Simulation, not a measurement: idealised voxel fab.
A process module follows: voxel released beams.
Cross-section cut spans 185 nm and uses square cells 5 nm in size.
We lay out every cross-section as a grid of square cells and spell it out in bands from the top down, where one band means one or more rows of cells.
For a band, the entry starts with two heights in nm, that of the top and then that of the bottom, and carries on with the band's materials in order from left to right, each alongside its width in nm; the word "all across" beside a single material means it fills the band edge to edge, and "blank" means empty space.
The reference from which all heights are counted is 0, the level beneath which the as-received wafer is entirely one material; the lowest band, having no lower bound, proceeds downward and is written after the example "0 -> down".
When a width is written as two numbers, as in "30 to 40", the first number is the width in the top row of cells of the band and the second is the width in its bottom row, and the width changes by the same amount from each row to the next.
Where the words "no modification" appear for a step, the cross-section shows no cell changed by that step; every cell remained as before.
Any empty space of 8 cells or more lacking an open way to the top shows up in "closed voids" as width x height at distance, distance from the left edge, in nm.
Anything after a step's settings on that line? It's the simulator's own note about the step.
Among the settings permitted on a step's line is "overlay nm"; applied to a step with a mask, it specifies the extent to which the mask lay to the right of its planned position, whereas a negative figure signifies a position to the left.
### Here's what the planned process steps look like
1 op RECEIVE | material Si
2 op CONFORMAL_DEP | material SiN | thk nm 5
3 op DIRECTIONAL_DEP | material SiO2 | thk nm 10
4 op DIRECTIONAL_DEP | material aC | thk nm 10
5 op PATTERN | tone open | mask id ANCHOR | material resist | width nm 30 | thk nm 30 | overlay nm 0
6 op DIRECTIONAL_ETCH | etch materials aC | depth nm 10
7 op STRIP | etch materials resist
8 op DIRECTIONAL_ETCH | etch materials SiO2 | depth nm 10
9 op STRIP | etch materials aC
10 op CONFORMAL_DEP | material polySi | thk nm 10
11 op DIRECTIONAL_DEP | material aC | thk nm 15
12 op PATTERN | tone cover | mask id BEAM | material resist | width nm 80 | thk nm 35 | overlay nm 0
13 op DIRECTIONAL_ETCH | etch materials aC | depth nm 15
14 op STRIP | etch materials resist
15 op DIRECTIONAL_ETCH | etch materials polySi | depth nm 10
16 op STRIP | etch materials aC
17 op STRIP | etch materials SiO2
### What follows covers the first of two wafers; it ran as planned
### Step 1 complete: cross-section of the wafer as received
  0 -> down | Si all across
  closed voids: none
### Sectional view: wafer, after step 2
  5 -> 0 | SiN all across
  Beneath the level 0, the cross-section is identical to its previous state.
### Sectional view: wafer, after step 3
  15 -> 5 | SiO2 all across
  Beneath the level 5, the cross-section is identical to its previous state.
### Sectional view: wafer, after step 4
  25 -> 15 | aC all across
  Beneath the level 15, the cross-section is identical to its previous state.
### Sectional view: wafer, after step 5
  55 -> 25 | 55 resist, then 30 blank, then 100 resist
  Beneath the level 25, the cross-section is identical to its previous state.
### Sectional view: wafer, after step 6
  45 -> 25 | 55 resist, then 30 blank, then 100 resist
  25 -> 15 | 55 aC, then 30 blank, then 100 aC
  Beneath the level 15, the cross-section is identical to its previous state.
### Sectional view: wafer, after step 7
  25 -> 15 | 55 aC, then 30 blank, then 100 aC
  Beneath the level 15, the cross-section is identical to its previous state.
### Sectional view: wafer, after step 8
  25 -> 15 | 55 aC, then 30 blank, then 100 aC
  15 -> 5 | 55 SiO2, then 30 blank, then 100 SiO2
  Beneath the level 5, the cross-section is identical to its previous state.
### Sectional view: wafer, after step 9
  15 -> 5 | 55 SiO2, then 30 blank, then 100 SiO2
  Beneath the level 5, the cross-section is identical to its previous state.
### Sectional view: wafer, after step 10
  25 -> 15 | 65 polySi, then 10 blank, then 110 polySi
  15 -> 5 | 55 SiO2, then 30 polySi, then 100 SiO2
  Beneath the level 5, the cross-section is identical to its previous state.
### Sectional view: wafer, after step 11
  40 -> 30 | 65 aC, then 10 blank, then 110 aC
  30 -> 25 | aC all across
  25 -> 15 | 65 polySi, then 10 aC, then 110 polySi
  Beneath the level 15, the cross-section is identical to its previous state.
### Sectional view: wafer, after step 12
  75 -> 40 | 50 blank, then 80 resist, then 55 blank
  40 -> 30 | 65 aC, then 10 resist, then 110 aC
  Beneath the level 30, the cross-section is identical to its previous state.
### Sectional view: wafer, after step 13
  60 -> 40 | 50 blank, then 80 resist, then 55 blank
  40 -> 30 | 50 blank, then 15 aC, then 10 resist, then 55 aC, then 55 blank
  30 -> 25 | 50 blank, then 80 aC, then 55 blank
  Beneath the level 25, the cross-section is identical to its previous state.
### Sectional view: wafer, after step 14
  40 -> 30 | 50 blank, then 15 aC, then 10 blank, then 55 aC, then 55 blank
  Beneath the level 30, the cross-section is identical to its previous state.
### Sectional view: wafer, after step 15
  40 -> 30 | 50 blank, then 15 aC, then 10 blank, then 55 aC, then 55 blank
  30 -> 25 | 50 blank, then 80 aC, then 55 blank
  25 -> 15 | 50 blank, then 15 polySi, then 10 aC, then 55 polySi, then 55 blank
  Beneath the level 15, the cross-section is identical to its previous state.
### Sectional view: wafer, after step 16
  25 -> 15 | 50 blank, then 15 polySi, then 10 blank, then 55 polySi, then 55 blank
  Beneath the level 15, the cross-section is identical to its previous state.
### Sectional view: wafer, after step 17
  25 -> 15 | 50 blank, then 15 polySi, then 10 blank, then 55 polySi, then 55 blank
  15 -> 5 | 55 blank, then 30 polySi, then 100 blank
  Beneath the level 5, the cross-section is identical to its previous state.
### Okay, second wafer. Nothing different at the start, nothing different in the plan, just one mistake somewhere in the running. As far as step 1, counting that step, it's the first wafer all over again
### Second wafer at the planned finish of step 2, seen in cross-section
  10 -> 0 | SiO2 all across
  Beneath the level 0, the cross-section is identical to its previous state.
### Second wafer at the planned finish of step 3, seen in cross-section
  15 -> 10 | SiN all across
  Beneath the level 10, the cross-section is identical to its previous state.
### Second wafer at the planned finish of step 4, seen in cross-section
  25 -> 15 | aC all across
  Beneath the level 15, the cross-section is identical to its previous state.
### Second wafer at the planned finish of step 5, seen in cross-section
  55 -> 25 | 55 resist, then 30 blank, then 100 resist
  Beneath the level 25, the cross-section is identical to its previous state.
### Second wafer at the planned finish of step 6, seen in cross-section
  45 -> 25 | 55 resist, then 30 blank, then 100 resist
  25 -> 15 | 55 aC, then 30 blank, then 100 aC
  Beneath the level 15, the cross-section is identical to its previous state.
### Second wafer at the planned finish of step 7, seen in cross-section
  25 -> 15 | 55 aC, then 30 blank, then 100 aC
  Beneath the level 15, the cross-section is identical to its previous state.
Second wafer at the planned finish of step 8, seen in cross-section: no modification
### Second wafer at the planned finish of step 9, seen in cross-section
  15 -> 10 | SiN all across
  Beneath the level 10, the cross-section is identical to its previous state.
### Second wafer at the planned finish of step 10, seen in cross-section
  25 -> 15 | polySi all across
  Beneath the level 15, the cross-section is identical to its previous state.
### Second wafer at the planned finish of step 11, seen in cross-section
  40 -> 25 | aC all across
  Beneath the level 25, the cross-section is identical to its previous state.
### Second wafer at the planned finish of step 12, seen in cross-section
  75 -> 40 | 50 blank, then 80 resist, then 55 blank
  Beneath the level 40, the cross-section is identical to its previous state.
### Second wafer at the planned finish of step 13, seen in cross-section
  60 -> 40 | 50 blank, then 80 resist, then 55 blank
  40 -> 25 | 50 blank, then 80 aC, then 55 blank
  Beneath the level 25, the cross-section is identical to its previous state.
### Second wafer at the planned finish of step 14, seen in cross-section
  40 -> 25 | 50 blank, then 80 aC, then 55 blank
  Beneath the level 25, the cross-section is identical to its previous state.
### Second wafer at the planned finish of step 15, seen in cross-section
  40 -> 25 | 50 blank, then 80 aC, then 55 blank
  25 -> 15 | 50 blank, then 80 polySi, then 55 blank
  Beneath the level 15, the cross-section is identical to its previous state.
### Second wafer at the planned finish of step 16, seen in cross-section
  25 -> 15 | 50 blank, then 80 polySi, then 55 blank
  Beneath the level 15, the cross-section is identical to its previous state.
Second wafer at the planned finish of step 17, seen in cross-section: no modification
The mistake made against the process plan was this: steps 2 and 3 traded places in the executed sequence
The final cell counts differ between the wafers, with the second having more or fewer of some materials than the first: 74 more of SiO2; 8 fewer of polySi
